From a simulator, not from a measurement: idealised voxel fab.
voxel capacitor over wiring: a process module
In the cross-section labelled cut, the width is 155 nm and each square cell is 5 nm.
Square cells in a grid make up a cross-section in this document, and the grid is given as bands, listed from the top down, each one or more rows of cells.
What a band's entry tells you: where the top is and where the bottom is, as heights in nm, and after that what lies inside, material by material from left to right, each with its width in nm. Empty space is written as the word "blank", and a single material marked with the word "everywhere" occupies the band from edge to edge.
Heights are reckoned from 0. Under this level, the received wafer is all of one material. The bottommost band is open-ended downward, for example "0..down".
Width: "30 to 40" (first number = top row, second number = bottom row, same change from row to row of cells).
Key: "remains unaltered" - step with no changed cell in the cross-section.
What "Fully enclosed voids" gives you is every empty space of 8 cells or more that is cut off from the top. Each appears as width x height at distance, with the distance taken from the left edge and width, height and distance all in nm.
Past the settings on a step's line: simulator remark, on that step.
"overlay nm", when on a step's line for a step with a mask, measures how far to the right of its planned place the mask lay; a negative measure means to the left.

[Process steps foreseen in the plan]
1,op RECEIVE | material Si
2,op CONFORMAL_DEP | material SiO2 | thk nm 15
3,op CONFORMAL_DEP | material SiCN | thk nm 5
4,op DIRECTIONAL_DEP | material lowk | thk nm 25
5,op DIRECTIONAL_DEP | material aC | thk nm 10
6,op PATTERN | tone open | mask id METAL_1 | material resist | width nm 20 | pitch nm 85 | thk nm 30 | overlay nm 0
7,op DIRECTIONAL_ETCH | etch materials aC | depth nm 10
8,op STRIP | etch materials resist
9,op DIRECTIONAL_ETCH | etch materials lowk | depth nm 25
10,op DIRECTIONAL_ETCH | etch materials SiCN | depth nm 5
11,op STRIP | etch materials aC
12,op CONFORMAL_DEP | material TiN | thk nm 5
13,op FILL_DEP | material Cu | thk nm 5
14,op CMP | height nm 45
15,op CONFORMAL_DEP | material SiCN | thk nm 5
16,op DIRECTIONAL_DEP | material lowk | thk nm 15
17,op DIRECTIONAL_DEP | material aC | thk nm 10
18,op PATTERN | tone open | mask id PLUG_1 | material resist | width nm 15 | thk nm 25 | overlay nm 0
19,op DIRECTIONAL_ETCH | etch materials aC | depth nm 10
20,op STRIP | etch materials resist
21,op DIRECTIONAL_ETCH | etch materials lowk | depth nm 15
22,op DIRECTIONAL_ETCH | etch materials SiCN | depth nm 5
23,op STRIP | etch materials aC
24,op EPI | material Ru | thk nm 10
25,op EPI | material Ru | thk nm 10
26,op DIRECTIONAL_DEP | material TiN | thk nm 5
27,op DIRECTIONAL_DEP | material HfO2 | thk nm 5
28,op DIRECTIONAL_DEP | material TiN | thk nm 10
29,op MASKED_ETCH | tone cover | mask id UPPER_PLATE | width nm 70 | etch materials TiN | depth nm 10 | overlay nm 0
30,op MASKED_ETCH | tone cover | mask id UPPER_PLATE | width nm 70 | etch materials HfO2 | depth nm 5 | overlay nm 0
31,op PATTERN | tone cover | mask id LOWER_PLATE | material resist | width nm 80 | thk nm 15 | overlay nm 0
32,op DIRECTIONAL_ETCH | etch materials TiN | depth nm 5
33,op STRIP | etch materials resist
34,op FILL_DEP | material SiO2 | thk nm 15
35,op CMP | height nm 95
36,op DIRECTIONAL_DEP | material aC | thk nm 10
37,op PATTERN | tone open | mask id PLUG_2 | material resist | width nm 15 | thk nm 30 | overlay nm 0
38,op DIRECTIONAL_ETCH | etch materials aC | depth nm 10
39,op STRIP | etch materials resist
40,op DIRECTIONAL_ETCH | etch materials SiO2 | depth nm 10
41,op STRIP | etch materials aC
42,op CONFORMAL_DEP | material TiN | thk nm 5
43,op FILL_DEP | material W | thk nm 10
44,op CMP | height nm 95
45,op CONFORMAL_DEP | material SiCN | thk nm 5

[First of two wafers - as planned]

[The cross-section here shows the wafer as received, i.e. in its state after step 1]
0..down = Si everywhere
Fully enclosed voids: none

[After step 2: wafer cross-section]
15..0 = SiO2 everywhere
Unchanged below 0.

[After step 3: wafer cross-section]
20..15 = SiCN everywhere
Unchanged below 15.

[After step 4: wafer cross-section]
45..20 = lowk everywhere
Unchanged below 20.

[After step 5: wafer cross-section]
55..45 = aC everywhere
Unchanged below 45.

[After step 6: wafer cross-section]
85..55 = 25 nm resist  20 nm blank  65 nm resist  20 nm blank  25 nm resist
Unchanged below 55.

[After step 7: wafer cross-section]
75..55 = 25 nm resist  20 nm blank  65 nm resist  20 nm blank  25 nm resist
55..45 = 25 nm aC  20 nm blank  65 nm aC  20 nm blank  25 nm aC
Unchanged below 45.

[After step 8: wafer cross-section]
55..45 = 25 nm aC  20 nm blank  65 nm aC  20 nm blank  25 nm aC
Unchanged below 45.

[After step 9: wafer cross-section]
55..45 = 25 nm aC  20 nm blank  65 nm aC  20 nm blank  25 nm aC
45..20 = 25 nm lowk  20 nm blank  65 nm lowk  20 nm blank  25 nm lowk
Unchanged below 20.

[After step 10: wafer cross-section]
55..45 = 25 nm aC  20 nm blank  65 nm aC  20 nm blank  25 nm aC
45..20 = 25 nm lowk  20 nm blank  65 nm lowk  20 nm blank  25 nm lowk
20..15 = 25 nm SiCN  20 nm blank  65 nm SiCN  20 nm blank  25 nm SiCN
Unchanged below 15.

[After step 11: wafer cross-section]
45..20 = 25 nm lowk  20 nm blank  65 nm lowk  20 nm blank  25 nm lowk
Unchanged below 20.

[After step 12: wafer cross-section]
50..45 = 30 nm TiN  10 nm blank  75 nm TiN  10 nm blank  30 nm TiN
45..20 = 25 nm lowk  5 nm TiN  10 nm blank  5 nm TiN  65 nm lowk  5 nm TiN  10 nm blank  5 nm TiN  25 nm lowk
20..15 = 25 nm SiCN  20 nm TiN  65 nm SiCN  20 nm TiN  25 nm SiCN
Unchanged below 15.

[After step 13: wafer cross-section]
55..50 = Cu everywhere
50..45 = 30 nm TiN  10 nm Cu  75 nm TiN  10 nm Cu  30 nm TiN
45..20 = 25 nm lowk  5 nm TiN  10 nm Cu  5 nm TiN  65 nm lowk  5 nm TiN  10 nm Cu  5 nm TiN  25 nm lowk
Unchanged below 20.

[After step 14: wafer cross-section]
45..20 = 25 nm lowk  5 nm TiN  10 nm Cu  5 nm TiN  65 nm lowk  5 nm TiN  10 nm Cu  5 nm TiN  25 nm lowk
Unchanged below 20.

[After step 15: wafer cross-section]
50..45 = SiCN everywhere
Unchanged below 45.

[After step 16: wafer cross-section]
65..50 = lowk everywhere
Unchanged below 50.

[After step 17: wafer cross-section]
75..65 = aC everywhere
Unchanged below 65.

[After step 18: wafer cross-section]
100..75 = 30 nm resist  15 nm blank  110 nm resist
Unchanged below 75.

[After step 19: wafer cross-section]
90..75 = 30 nm resist  15 nm blank  110 nm resist
75..65 = 30 nm aC  15 nm blank  110 nm aC
Unchanged below 65.

[After step 20: wafer cross-section]
75..65 = 30 nm aC  15 nm blank  110 nm aC
Unchanged below 65.

[After step 21: wafer cross-section]
75..65 = 30 nm aC  15 nm blank  110 nm aC
65..50 = 30 nm lowk  15 nm blank  110 nm lowk
Unchanged below 50.

[After step 22: wafer cross-section]
75..65 = 30 nm aC  15 nm blank  110 nm aC
65..50 = 30 nm lowk  15 nm blank  110 nm lowk
50..45 = 30 nm SiCN  15 nm blank  110 nm SiCN
Unchanged below 45.

[After step 23: wafer cross-section]
65..50 = 30 nm lowk  15 nm blank  110 nm lowk
Unchanged below 50.

[After step 24: wafer cross-section]
65..55 = 30 nm lowk  15 nm blank  110 nm lowk
55..50 = 30 nm lowk  15 nm Ru  110 nm lowk
50..45 = 30 nm SiCN  15 nm Ru  110 nm SiCN
Unchanged below 45.

[After step 25: wafer cross-section]
65..50 = 30 nm lowk  15 nm Ru  110 nm lowk
Unchanged below 50.

[After step 26: wafer cross-section]
70..65 = TiN everywhere
Unchanged below 65.

[After step 27: wafer cross-section]
75..70 = HfO2 everywhere
Unchanged below 70.

[After step 28: wafer cross-section]
85..75 = TiN everywhere
Unchanged below 75.

[After step 29: wafer cross-section]
85..75 = 30 nm blank  70 nm TiN  55 nm blank
Unchanged below 75.

[After step 30: wafer cross-section]
85..75 = 30 nm blank  70 nm TiN  55 nm blank
75..70 = 30 nm blank  70 nm HfO2  55 nm blank
Unchanged below 70.

[After step 31: wafer cross-section]
100..85 = 25 nm blank  80 nm resist  50 nm blank
85..75 = 25 nm blank  5 nm resist  70 nm TiN  5 nm resist  50 nm blank
75..70 = 25 nm blank  5 nm resist  70 nm HfO2  5 nm resist  50 nm blank
Unchanged below 70.

[After step 32: wafer cross-section]
100..85 = 25 nm blank  80 nm resist  50 nm blank
85..75 = 25 nm blank  5 nm resist  70 nm TiN  5 nm resist  50 nm blank
75..70 = 25 nm blank  5 nm resist  70 nm HfO2  5 nm resist  50 nm blank
70..65 = 25 nm blank  80 nm TiN  50 nm blank
Unchanged below 65.

[After step 33: wafer cross-section]
85..75 = 30 nm blank  70 nm TiN  55 nm blank
75..70 = 30 nm blank  70 nm HfO2  55 nm blank
Unchanged below 70.

[After step 34: wafer cross-section]
100..85 = SiO2 everywhere
85..75 = 30 nm SiO2  70 nm TiN  55 nm SiO2
75..70 = 30 nm SiO2  70 nm HfO2  55 nm SiO2
70..65 = 25 nm SiO2  80 nm TiN  50 nm SiO2
Unchanged below 65.

[After step 35: wafer cross-section]
95..85 = SiO2 everywhere
Unchanged below 85.

[After step 36: wafer cross-section]
105..95 = aC everywhere
Unchanged below 95.

[After step 37: wafer cross-section]
135..105 = 40 nm resist  15 nm blank  100 nm resist
Unchanged below 105.

[After step 38: wafer cross-section]
125..105 = 40 nm resist  15 nm blank  100 nm resist
105..95 = 40 nm aC  15 nm blank  100 nm aC
Unchanged below 95.

[After step 39: wafer cross-section]
105..95 = 40 nm aC  15 nm blank  100 nm aC
Unchanged below 95.

[After step 40: wafer cross-section]
105..95 = 40 nm aC  15 nm blank  100 nm aC
95..85 = 40 nm SiO2  15 nm blank  100 nm SiO2
Unchanged below 85.

[After step 41: wafer cross-section]
95..85 = 40 nm SiO2  15 nm blank  100 nm SiO2
Unchanged below 85.

[After step 42: wafer cross-section]
100..95 = 45 nm TiN  5 nm blank  105 nm TiN
95..90 = 40 nm SiO2  5 nm TiN  5 nm blank  5 nm TiN  100 nm SiO2
90..85 = 40 nm SiO2  15 nm TiN  100 nm SiO2
Unchanged below 85.

[After step 43: wafer cross-section]
110..100 = W everywhere
100..95 = 45 nm TiN  5 nm W  105 nm TiN
95..90 = 40 nm SiO2  5 nm TiN  5 nm W  5 nm TiN  100 nm SiO2
Unchanged below 90.

[After step 44: wafer cross-section]
95..90 = 40 nm SiO2  5 nm TiN  5 nm W  5 nm TiN  100 nm SiO2
Unchanged below 90.

[After step 45: wafer cross-section]
100..95 = SiCN everywhere
Unchanged below 95.

[It is to be noted that the second wafer proceeded from the same initial state and according to the same plan as the first, although one mistake was committed in its execution; through step 5, inclusive, the two wafers share an identical history]

[What the second wafer looks like in cross-section when step 6 should have wrapped up]
85..55 = 25 nm blank  20 nm resist  65 nm blank  20 nm resist  25 nm blank
Unchanged below 55.

[What the second wafer looks like in cross-section when step 7 should have wrapped up]
75..55 = 25 nm blank  20 nm resist  65 nm blank  20 nm resist  25 nm blank
55..45 = 25 nm blank  20 nm aC  65 nm blank  20 nm aC  25 nm blank
Unchanged below 45.

[What the second wafer looks like in cross-section when step 8 should have wrapped up]
55..45 = 25 nm blank  20 nm aC  65 nm blank  20 nm aC  25 nm blank
Unchanged below 45.

[What the second wafer looks like in cross-section when step 9 should have wrapped up]
55..45 = 25 nm blank  20 nm aC  65 nm blank  20 nm aC  25 nm blank
45..20 = 25 nm blank  20 nm lowk  65 nm blank  20 nm lowk  25 nm blank
Unchanged below 20.

[What the second wafer looks like in cross-section when step 10 should have wrapped up]
55..45 = 25 nm blank  20 nm aC  65 nm blank  20 nm aC  25 nm blank
45..20 = 25 nm blank  20 nm lowk  65 nm blank  20 nm lowk  25 nm blank
20..15 = 25 nm blank  20 nm SiCN  65 nm blank  20 nm SiCN  25 nm blank
Unchanged below 15.

[What the second wafer looks like in cross-section when step 11 should have wrapped up]
45..20 = 25 nm blank  20 nm lowk  65 nm blank  20 nm lowk  25 nm blank
Unchanged below 20.

[What the second wafer looks like in cross-section when step 12 should have wrapped up]
50..45 = 20 nm blank  30 nm TiN  55 nm blank  30 nm TiN  20 nm blank
45..20 = 20 nm blank  5 nm TiN  20 nm lowk  5 nm TiN  55 nm blank  5 nm TiN  20 nm lowk  5 nm TiN  20 nm blank
20..15 = 25 nm TiN  20 nm SiCN  65 nm TiN  20 nm SiCN  25 nm TiN
Unchanged below 15.

[What the second wafer looks like in cross-section when step 13 should have wrapped up]
55..50 = Cu everywhere
50..45 = 20 nm Cu  30 nm TiN  55 nm Cu  30 nm TiN  20 nm Cu
45..20 = 20 nm Cu  5 nm TiN  20 nm lowk  5 nm TiN  55 nm Cu  5 nm TiN  20 nm lowk  5 nm TiN  20 nm Cu
Unchanged below 20.

[What the second wafer looks like in cross-section when step 14 should have wrapped up]
45..20 = 20 nm Cu  5 nm TiN  20 nm lowk  5 nm TiN  55 nm Cu  5 nm TiN  20 nm lowk  5 nm TiN  20 nm Cu
Unchanged below 20.

[What the second wafer looks like in cross-section when step 15 should have wrapped up]
50..45 = SiCN everywhere
Unchanged below 45.

[What the second wafer looks like in cross-section when step 16 should have wrapped up]
65..50 = lowk everywhere
Unchanged below 50.

[What the second wafer looks like in cross-section when step 17 should have wrapped up]
75..65 = aC everywhere
Unchanged below 65.

[What the second wafer looks like in cross-section when step 18 should have wrapped up]
100..75 = 30 nm resist  15 nm blank  110 nm resist
Unchanged below 75.

[What the second wafer looks like in cross-section when step 19 should have wrapped up]
90..75 = 30 nm resist  15 nm blank  110 nm resist
75..65 = 30 nm aC  15 nm blank  110 nm aC
Unchanged below 65.

[What the second wafer looks like in cross-section when step 20 should have wrapped up]
75..65 = 30 nm aC  15 nm blank  110 nm aC
Unchanged below 65.

[What the second wafer looks like in cross-section when step 21 should have wrapped up]
75..65 = 30 nm aC  15 nm blank  110 nm aC
65..50 = 30 nm lowk  15 nm blank  110 nm lowk
Unchanged below 50.

[What the second wafer looks like in cross-section when step 22 should have wrapped up]
75..65 = 30 nm aC  15 nm blank  110 nm aC
65..50 = 30 nm lowk  15 nm blank  110 nm lowk
50..45 = 30 nm SiCN  15 nm blank  110 nm SiCN
Unchanged below 45.

[What the second wafer looks like in cross-section when step 23 should have wrapped up]
65..50 = 30 nm lowk  15 nm blank  110 nm lowk
Unchanged below 50.

What the second wafer looks like in cross-section when step 24 should have wrapped up: remains unaltered

What the second wafer looks like in cross-section when step 25 should have wrapped up: remains unaltered

[What the second wafer looks like in cross-section when step 26 should have wrapped up]
70..65 = 30 nm TiN  15 nm blank  110 nm TiN
65..50 = 30 nm lowk  15 nm blank  110 nm lowk
50..45 = 30 nm SiCN  15 nm TiN  110 nm SiCN
Unchanged below 45.

[What the second wafer looks like in cross-section when step 27 should have wrapped up]
75..70 = 30 nm HfO2  15 nm blank  110 nm HfO2
70..65 = 30 nm TiN  15 nm blank  110 nm TiN
65..55 = 30 nm lowk  15 nm blank  110 nm lowk
55..50 = 30 nm lowk  15 nm HfO2  110 nm lowk
Unchanged below 50.

[What the second wafer looks like in cross-section when step 28 should have wrapped up]
85..75 = 30 nm TiN  15 nm blank  110 nm TiN
75..70 = 30 nm HfO2  15 nm blank  110 nm HfO2
70..65 = 30 nm TiN  15 nm blank  110 nm TiN
65..55 = 30 nm lowk  15 nm TiN  110 nm lowk
Unchanged below 55.

[What the second wafer looks like in cross-section when step 29 should have wrapped up]
85..75 = 45 nm blank  55 nm TiN  55 nm blank
Unchanged below 75.

[What the second wafer looks like in cross-section when step 30 should have wrapped up]
85..75 = 45 nm blank  55 nm TiN  55 nm blank
75..70 = 45 nm blank  55 nm HfO2  55 nm blank
Unchanged below 70.

[What the second wafer looks like in cross-section when step 31 should have wrapped up]
100..85 = 25 nm blank  80 nm resist  50 nm blank
85..75 = 25 nm blank  20 nm resist  55 nm TiN  5 nm resist  50 nm blank
75..70 = 25 nm blank  20 nm resist  55 nm HfO2  5 nm resist  50 nm blank
70..65 = 30 nm TiN  15 nm resist  110 nm TiN
Unchanged below 65.

[What the second wafer looks like in cross-section when step 32 should have wrapped up]
100..85 = 25 nm blank  80 nm resist  50 nm blank
85..75 = 25 nm blank  20 nm resist  55 nm TiN  5 nm resist  50 nm blank
75..70 = 25 nm blank  20 nm resist  55 nm HfO2  5 nm resist  50 nm blank
70..65 = 25 nm blank  5 nm TiN  15 nm resist  60 nm TiN  50 nm blank
Unchanged below 65.

[What the second wafer looks like in cross-section when step 33 should have wrapped up]
85..75 = 45 nm blank  55 nm TiN  55 nm blank
75..70 = 45 nm blank  55 nm HfO2  55 nm blank
70..65 = 25 nm blank  5 nm TiN  15 nm blank  60 nm TiN  50 nm blank
Unchanged below 65.

[What the second wafer looks like in cross-section when step 34 should have wrapped up]
100..85 = SiO2 everywhere
85..75 = 45 nm SiO2  55 nm TiN  55 nm SiO2
75..70 = 45 nm SiO2  55 nm HfO2  55 nm SiO2
70..65 = 25 nm SiO2  5 nm TiN  15 nm SiO2  60 nm TiN  50 nm SiO2
Unchanged below 65.

[What the second wafer looks like in cross-section when step 35 should have wrapped up]
95..85 = SiO2 everywhere
Unchanged below 85.

[What the second wafer looks like in cross-section when step 36 should have wrapped up]
105..95 = aC everywhere
Unchanged below 95.

[What the second wafer looks like in cross-section when step 37 should have wrapped up]
135..105 = 40 nm resist  15 nm blank  100 nm resist
Unchanged below 105.

[What the second wafer looks like in cross-section when step 38 should have wrapped up]
125..105 = 40 nm resist  15 nm blank  100 nm resist
105..95 = 40 nm aC  15 nm blank  100 nm aC
Unchanged below 95.

[What the second wafer looks like in cross-section when step 39 should have wrapped up]
105..95 = 40 nm aC  15 nm blank  100 nm aC
Unchanged below 95.

[What the second wafer looks like in cross-section when step 40 should have wrapped up]
105..95 = 40 nm aC  15 nm blank  100 nm aC
95..85 = 40 nm SiO2  15 nm blank  100 nm SiO2
Unchanged below 85.

[What the second wafer looks like in cross-section when step 41 should have wrapped up]
95..85 = 40 nm SiO2  15 nm blank  100 nm SiO2
Unchanged below 85.

[What the second wafer looks like in cross-section when step 42 should have wrapped up]
100..95 = 45 nm TiN  5 nm blank  105 nm TiN
95..90 = 40 nm SiO2  5 nm TiN  5 nm blank  5 nm TiN  100 nm SiO2
90..85 = 40 nm SiO2  15 nm TiN  100 nm SiO2
Unchanged below 85.

[What the second wafer looks like in cross-section when step 43 should have wrapped up]
110..100 = W everywhere
100..95 = 45 nm TiN  5 nm W  105 nm TiN
95..90 = 40 nm SiO2  5 nm TiN  5 nm W  5 nm TiN  100 nm SiO2
Unchanged below 90.

[What the second wafer looks like in cross-section when step 44 should have wrapped up]
95..90 = 40 nm SiO2  5 nm TiN  5 nm W  5 nm TiN  100 nm SiO2
Unchanged below 90.

[What the second wafer looks like in cross-section when step 45 should have wrapped up]
100..95 = SiCN everywhere
Unchanged below 95.
In executing the process, a mistake was made relative to the plan: rather than as planned, step 6 actually ran as op PATTERN | tone cover | mask id METAL_1 | material resist | width nm 20 | pitch nm 85 | thk nm 30 | overlay nm 0
Final difference in cells, second wafer against first, listed per material as more or fewer: 75 more of Cu, 12 fewer of Ru, 15 fewer of SiCN, 12 more of SiO2, 15 more of TiN, 75 fewer of lowk
